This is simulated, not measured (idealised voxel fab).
The name of this process module is voxel local oxidation.
300 nm wide, 5 nm square cells: that's cross-section cut.
Heads up, the way a cross-section reads in here is a grid of square cells, handed over as bands from the top down, with every band being one or more rows of cells. Heads up on the band format: heights come first, top then bottom, in nm. After that it's the materials left to right, each with its width in nm. A single material flagged "full width" fills the whole band edge to edge, and "air" means there's empty space there. A quick word on heights: they are counted from 0, and under that level the wafer as it came to us is one material throughout. The lowest band is different from the rest in having no bottom; it simply continues downward, written as in "0..down". Top row gets the first number, bottom row gets the second, and each row in between changes by the same step: that is how a band width like "30..40" works. Step marked "left unchanged"? Then no cell in the cross-section changed in it. Empty spaces without an open route to the top, at least 8 cells in extent, make up the entry "Listed closed voids"; each is given as width x height at distance, where the distance is measured from the left edge, and all are in nm. after a step's settings: what the simulator itself notes on the step. The line of a step may include "overlay nm". On a step with a mask, this value is how far to the right of its planned place the mask lay. A negative value means the mask lay to the left.

[Process steps (planned)]
| 1 | RECEIVE with material Si |
| 2 | CONFORMAL_DEP with material SiO2, thk nm 5 |
| 3 | CONFORMAL_DEP with material SiN, thk nm 15 |
| 4 | PATTERN with tone cover, mask id ACTIVE, material resist, width nm 105, thk nm 20, overlay nm 0 |
| 5 | DIRECTIONAL_ETCH with etch materials SiN, depth nm 15 |
| 6 | STRIP with etch materials resist |
| 7 | SELECTIVE_ETCH with etch materials SiO2, depth nm 5 |
| 8 | OXIDIZE with depth nm 10 |
| 9 | STRIP with etch materials SiN |

[Wafer cross-section on receipt, i.e. after step 1]
    0..down  Si full width
    Listed closed voids: none

[Post-module cross-section of the first of two wafers (run per plan)]
    5..0  air 100; SiO2 95; air 105
    0..-10  SiO2 110; Si 75; SiO2 115
    -10..down  Si full width
    Listed closed voids: none

[Wafer two (of two), end-of-module cross-section: start = wafer one, plan = wafer one, one run mistake]
    5..0  air 105; SiO2 95; air 100
    0..-10  SiO2 115; Si 75; SiO2 110
    -10..down  Si full width
    Listed closed voids: none
what went wrong: not per plan at step 4, really ran PATTERN with tone cover, mask id ACTIVE, material resist, width nm 105, thk nm 20, overlay nm 5
At the end, the second wafer has the same number of cells of each material as the first, but those cells sit in other places.
